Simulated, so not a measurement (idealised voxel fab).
Herein follows the process module entitled voxel spacer lines.
It is cross-section cut that appears here, measuring 250 nm in width, its square cells being 5 nm in size.
Square cells in a grid make up a cross-section in this document, and the grid is given as bands, listed from the top down, each one or more rows of cells. For a band, the entry starts with two heights in nm, that of the top and then that of the bottom, and carries on with the band's materials in order from left to right, each alongside its width in nm; the word "throughout" beside a single material means it fills the band edge to edge, and "blank" means empty space. Heads up on the height convention: 0 is the point under which the incoming wafer is all one material, and the lowest band has no bottom, it just keeps going down, like "from 0 down". With a width like "30..40", each row of cells in the band differs from the next by the same amount, the top row carrying the first number and the bottom row the second. For the purposes of this document, the phrase "no alteration" attached to a step denotes that no cell within the cross-section was modified by that step. Listed in "Closed void table": every empty space of 8 or more cells without an open way to the top. Form: width x height at distance, the distance being from the left edge, all in nm. Anything after a step's settings on that line? It's the simulator's own note about the step. overlay nm: where the mask lay relative to plan, measured to the right, on steps with a mask; negatives go left.
# Intended process steps
1: RECEIVE [material Si]
2: CONFORMAL_DEP [material SiO2] [thk nm 10]
3: DIRECTIONAL_DEP [material TiN] [thk nm 15]
4: DIRECTIONAL_DEP [material aC] [thk nm 30]
5: PATTERN [tone cover] [mask id MANDREL] [material resist] [width nm 25] [pitch nm 80] [thk nm 35] [overlay nm -15]
6: DIRECTIONAL_ETCH [etch materials aC] [depth nm 30]
7: STRIP [etch materials resist]
8: CONFORMAL_DEP [material SiN] [thk nm 15]
9: DIRECTIONAL_ETCH [etch materials SiN] [depth nm 15]
10: STRIP [etch materials aC]
11: DIRECTIONAL_ETCH [etch materials TiN] [depth nm 15]
12: STRIP [etch materials SiN]
What sets these wafers apart? The overlay nm at step 5. They all start alike, and the plan carries the first wafer's value.
# The as-received cross-section of the first of several wafers corresponds to the state after step 1
  from 0 down | Si throughout
  Closed void table: none
# each wafer at the end: cells of each material gained (+) or lost (-) since it was received, then its closed voids
overlay nm -15; +100 SiO2; +36 TiN; Closed void table: none
overlay nm -10; +100 SiO2; +36 TiN; Closed void table: none
overlay nm -5; +100 SiO2; +36 TiN; Closed void table: none
overlay nm 0; +100 SiO2; +36 TiN; Closed void table: none
overlay nm 5; +100 SiO2; +36 TiN; Closed void table: none
overlay nm 10; +100 SiO2; +36 TiN; Closed void table: none
overlay nm 15; +100 SiO2; +36 TiN; Closed void table: none
